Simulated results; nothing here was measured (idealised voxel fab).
The name of this process module is voxel fin reveal.
cross-section cut | 215 nm wide | cells 5 nm
Format of a cross-section: grid, square cells. Given as bands. Order: top down. Band: one or more rows of cells. Each band's line starts with the height of the band's top and of its bottom, in nm. Then come its materials from left to right, each with its width in nm. One material with "all across" fills the band from edge to edge. "air" is empty space. The level at which height equals 0 is the one under which the wafer, as it arrives, is entirely one material. No lower edge exists for the bottom band, which continues downward and is notated as in "0 nm and below". The width entry "30 to 40" should be interpreted row by row: the top row of cells in the band takes the first number, the bottom row takes the second number, and the change between adjacent rows is uniform throughout. What does "remains unaltered" mean for a step? It means no cell of the cross-section changed in that step. Voids not open to the top, 8 cells minimum: see "Voids, sealed". Written width x height at distance; distance is from the left edge; nm. Note: text after step settings on the step line = simulator remark on that step. "overlay nm" on a masked step: distance the mask lay right of its planned place, negative for left.
[The steps planned for the process are as follows]
1 RECEIVE: material Si
2 CONFORMAL_DEP: material SiN, thk nm 5
3 MASKED_ETCH: tone cover, mask id FINS, width nm 15, pitch nm 40, etch materials SiN, depth nm 5, overlay nm 0
4 MASKED_ETCH: tone cover, mask id FINS, width nm 15, pitch nm 40, etch materials Si, depth nm 20, overlay nm 0
5 OXIDIZE: depth nm 5
6 FILL_DEP: material SiO2, thk nm 10
7 CMP: height nm 5
8 SELECTIVE_ETCH: etch materials SiO2, depth nm 25
9 STRIP: etch materials SiN
Be aware that, although all wafers share a common starting state, the depth nm at step 4 differs among them, and the plan displays the first wafer's value.
[The as-received cross-section of the first of several wafers corresponds to the state after step 1]
  0 nm and below  Si all across
  Voids, sealed: none
[Cross-section after step 9, the final step of the module, for the first of several wafers]
  0 nm to -20 nm  air (65) / Si (5) / air (35) / Si (5) / air (35) / Si (5) / air (65)
  -20 nm to -25 nm  SiO2 (65) / Si (5) / SiO2 (35) / Si (5) / SiO2 (35) / Si (5) / SiO2 (65)
  -25 nm and below  Si all across
  Voids, sealed: none
[Cross-sectional view of the final wafer of several at the module's end]
  0 nm to -20 nm  air (65) / Si (5) / air (35) / Si (5) / air (35) / Si (5) / air (65)
  -20 nm to -50 nm  SiO2 (65) / Si (5) / SiO2 (35) / Si (5) / SiO2 (35) / Si (5) / SiO2 (65)
  -50 nm and below  Si all across
  Voids, sealed: none
[Basically each wafer gets a line in the table, showing it at the end of the module: material by material, the cells it gained (+) or lost (-) since we got it, then its closed voids]
depth nm 20, -200 Si, +40 SiO2, Voids, sealed: none
depth nm 25, -240 Si, +80 SiO2, Voids, sealed: none
depth nm 30, -280 Si, +120 SiO2, Voids, sealed: none
depth nm 35, -320 Si, +160 SiO2, Voids, sealed: none
depth nm 40, -360 Si, +200 SiO2, Voids, sealed: none
depth nm 45, -400 Si, +240 SiO2, Voids, sealed: none
